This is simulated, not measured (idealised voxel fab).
process module | voxel spacer lines
cross-section cut | 225 nm wide | cells 5 nm
A cross-section is a grid of square cells, given in bands from the top down. A band is one or more rows of cells.
Each band's line starts with the height of the band's top and of its bottom, in nm. Then come its materials from left to right, each with its width in nm. One material with "throughout" fills the band from edge to edge. "air" is empty space.
Height 0 is the level under which the wafer as received is all one material. The lowest band goes on downwards, as in "0 down".
A width such as "30 to 40" changes by the same amount from each row of cells to the next, from the band's top row to its bottom row.
"no change" after a step means that no cell of the cross-section changed.
closed voids: empty space of 8 cells or more with no open way to the top, each as width x height at its distance from the left edge, in nm
after a step's settings: what the simulator itself notes on the step
overlay nm, on a step with a mask: how far to the right of its planned place the mask lay; to the left if negative
plan
1 op RECEIVE | material Si
2 op CONFORMAL_DEP | material SiO2 | thk nm 10
3 op DIRECTIONAL_DEP | material W | thk nm 15
4 op DIRECTIONAL_DEP | material aC | thk nm 25
5 op PATTERN | tone cover | mask id MANDREL | material resist | width nm 25 | pitch nm 70 | thk nm 35 | overlay nm 0
6 op DIRECTIONAL_ETCH | etch materials aC | depth nm 25
7 op STRIP | etch materials resist
8 op CONFORMAL_DEP | material SiN | thk nm 10
9 op DIRECTIONAL_ETCH | etch materials SiN | depth nm 10
10 op STRIP | etch materials aC
11 op DIRECTIONAL_ETCH | etch materials W | depth nm 15
12 op STRIP | etch materials SiN
as received, after step 1
  0 down: Si throughout
  closed voids: none
first wafer at the end, as planned
  25 to 10: air 20 | W 10 | air 25 | W 10 | air 25 | W 10 | air 25 | W 10 | air 25 | W 10 | air 25 | W 10 | air 20
  10 to 0: SiO2 throughout
  0 down: Si throughout
  closed voids: none
second wafer at the end: like start, like plan, one mistake
  25 to 10: air 10 | W 10 | air 25 | W 10 | air 25 | W 10 | air 25 | W 10 | air 25 | W 10 | air 25 | W 10 | air 30
  10 to 0: SiO2 throughout
  0 down: Si throughout
  closed voids: none
what went wrong: step 5 ran as: op PATTERN | tone cover | mask id MANDREL | material resist | width nm 25 | pitch nm 70 | thk nm 35 | overlay nm -10
at the end the second wafer has, in cells: as many of each material as the first, in other places
